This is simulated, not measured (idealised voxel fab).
process module | voxel tone inversion
cross-section cut | 160 nm wide | cells 5 nm
A cross-section is a grid of square cells, given in bands from the top down. A band is one or more rows of cells.
Each band's line starts with the height of the band's top and of its bottom, in nm. Then come its materials from left to right, each with its width in nm. One material with "throughout" fills the band from edge to edge. "air" is empty space.
Height 0 is the level under which the wafer as received is all one material. The lowest band goes on downwards, as in "0 down".
A width such as "30 to 40" changes by the same amount from each row of cells to the next, from the band's top row to its bottom row.
"no change" after a step means that no cell of the cross-section changed.
closed voids: empty space of 8 cells or more with no open way to the top, each as width x height at its distance from the left edge, in nm
after a step's settings: what the simulator itself notes on the step
overlay nm, on a step with a mask: how far to the right of its planned place the mask lay; to the left if negative
plan
1 op RECEIVE | material Si
2 op CONFORMAL_DEP | material SiCN | thk nm 5
3 op DIRECTIONAL_DEP | material polySi | thk nm 25
4 op PATTERN | tone cover | mask id POSTS | material resist | width nm 25 | pitch nm 50 | thk nm 35 | overlay nm -15
5 op DIRECTIONAL_ETCH | etch materials polySi | depth nm 25
6 op STRIP | etch materials resist
7 op FILL_DEP | material SiO2 | thk nm 10
8 op CMP | height nm 30
9 op STRIP | etch materials polySi
varied across the wafers: overlay nm of step 4. The plan shows the first wafer's value. All wafers start alike
first wafer as received, after step 1
  0 down: Si throughout
  closed voids: none
each wafer at the end: cells of each material gained (+) or lost (-) since it was received, then its closed voids
overlay nm -15 | +32 SiCN | +110 SiO2 | closed voids: none
overlay nm -10 | +32 SiCN | +110 SiO2 | closed voids: none
overlay nm -5 | +32 SiCN | +110 SiO2 | closed voids: none
overlay nm 0 | +32 SiCN | +110 SiO2 | closed voids: none
overlay nm 5 | +32 SiCN | +110 SiO2 | closed voids: none
overlay nm 10 | +32 SiCN | +110 SiO2 | closed voids: none
overlay nm 15 | +32 SiCN | +110 SiO2 | closed voids: none
